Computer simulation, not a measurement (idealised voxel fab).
This is a process module. Its name is voxel self aligned contacts.
Section shown: cut. Width: 270 nm. Cell size: 5 nm, square.
A cross-section is written here as square cells arranged in a grid, and it is given in bands from the top down, each band taking up one or more rows of cells.
First you get the band's top height and its bottom height, in nm, and then the materials it's made of, left to right, with each width in nm. If you see a single material with "everywhere", that one covers the band edge to edge. "empty" is empty space.
Measure heights from 0. That's the level where, below it, the as-received wafer is all one material. The lowest band is bottomless and extends downward; write it as in "0 nm and below".
A width given as "30 to 40" starts at the first number in the band's top row and ends at the second number in its bottom row, shifting by an equal amount at every step from row to row.
Where a step carries "same as before", the cross-section came out of it unchanged, cell for cell.
Basically, "Completely enclosed voids" tells you about the enclosed voids: empty spaces with no open way to the top, 8 cells or bigger, each written width x height at distance, where distance is from the left edge, all in nm.
Past the settings on a step's line: simulator remark, on that step.
What "overlay nm" on a step's line means: if the step has a mask, that mask lay this far to the right of its planned place, or, when the value is negative, to the left.
The steps planned for the process are as follows
1) RECEIVE, material Si
2) CONFORMAL_DEP, material SiO2, thk nm 5
3) DIRECTIONAL_DEP, material polySi, thk nm 25
4) DIRECTIONAL_DEP, material SiN, thk nm 25
5) MASKED_ETCH, tone cover, mask id GATE, width nm 30, pitch nm 70, etch materials SiN, depth nm 25, overlay nm 0
6) MASKED_ETCH, tone cover, mask id GATE, width nm 30, pitch nm 70, etch materials polySi, depth nm 25, overlay nm 0
7) CONFORMAL_DEP, material SiN, thk nm 10
8) DIRECTIONAL_ETCH, etch materials SiN, depth nm 10
9) FILL_DEP, material SiO2, thk nm 15
10) CMP, height nm 65
11) MASKED_ETCH, tone open, mask id CONTACT, width nm 50, pitch nm 70, etch materials SiO2, depth nm 65, overlay nm 0
12) CONFORMAL_DEP, material TiN, thk nm 5
13) FILL_DEP, material W, thk nm 5
14) CMP, height nm 65
15) CONFORMAL_DEP, material SiN, thk nm 5
Delivered wafer in cross-section: state after step 1
	0 nm and below: Si everywhere
	Completely enclosed voids: none
Post-module cross-section of the first of two wafers (run per plan)
	70 nm to 65 nm: SiN everywhere
	65 nm to 55 nm: SiO2 75 nm  TiN 5 to 20 nm  W 40 to 10 nm  TiN 5 to 20 nm  SiO2 20 nm  TiN 5 to 20 nm  W 40 to 10 nm  TiN 5 to 20 nm  SiO2 75 nm
	55 nm to 30 nm: SiO2 40 nm  SiN 50 nm  TiN 5 nm  W 10 nm  TiN 5 nm  SiN 50 nm  TiN 5 nm  W 10 nm  TiN 5 nm  SiN 50 nm  SiO2 40 nm
	30 nm to 5 nm: SiO2 40 nm  SiN 10 nm  polySi 30 nm  SiN 10 nm  TiN 5 nm  W 10 nm  TiN 5 nm  SiN 10 nm  polySi 30 nm  SiN 10 nm  TiN 5 nm  W 10 nm  TiN 5 nm  SiN 10 nm  polySi 30 nm  SiN 10 nm  SiO2 40 nm
	5 nm to 0 nm: SiO2 90 nm  TiN 20 nm  SiO2 50 nm  TiN 20 nm  SiO2 90 nm
	0 nm and below: Si everywhere
	Completely enclosed voids: none
Cross-section, second wafer: same start as the first, same plan as the first, one mistake in running it; taken at the end of the module
	70 nm to 65 nm: SiN everywhere
	65 nm to 55 nm: SiO2 75 nm  TiN 5 nm  W 40 nm  TiN 5 nm  SiO2 20 nm  TiN 5 nm  W 40 nm  TiN 5 nm  SiO2 75 nm
	55 nm to 50 nm: SiO2 75 nm  TiN 20 nm  W 10 nm  TiN 20 nm  SiO2 20 nm  TiN 20 nm  W 10 nm  TiN 20 nm  SiO2 75 nm
	50 nm to 25 nm: SiO2 40 nm  SiN 50 nm  TiN 5 nm  W 10 nm  TiN 5 nm  SiN 50 nm  TiN 5 nm  W 10 nm  TiN 5 nm  SiN 50 nm  SiO2 40 nm
	25 nm to 5 nm: SiO2 40 nm  SiN 10 nm  polySi 30 nm  SiN 10 nm  TiN 5 nm  W 10 nm  TiN 5 nm  SiN 10 nm  polySi 30 nm  SiN 10 nm  TiN 5 nm  W 10 nm  TiN 5 nm  SiN 10 nm  polySi 30 nm  SiN 10 nm  SiO2 40 nm
	5 nm to 0 nm: SiO2 40 nm  SiN 10 nm  polySi 30 nm  SiN 10 nm  TiN 20 nm  SiN 10 nm  polySi 30 nm  SiN 10 nm  TiN 20 nm  SiN 10 nm  polySi 30 nm  SiN 10 nm  SiO2 40 nm
	0 nm and below: Si everywhere
	Completely enclosed voids: none
What was done differently from what was planned? plan step 2 was not performed, having been skipped
The closing comparison, in cells, has the second wafer with more or fewer of some materials than the first: -12 SiO2; +12 W
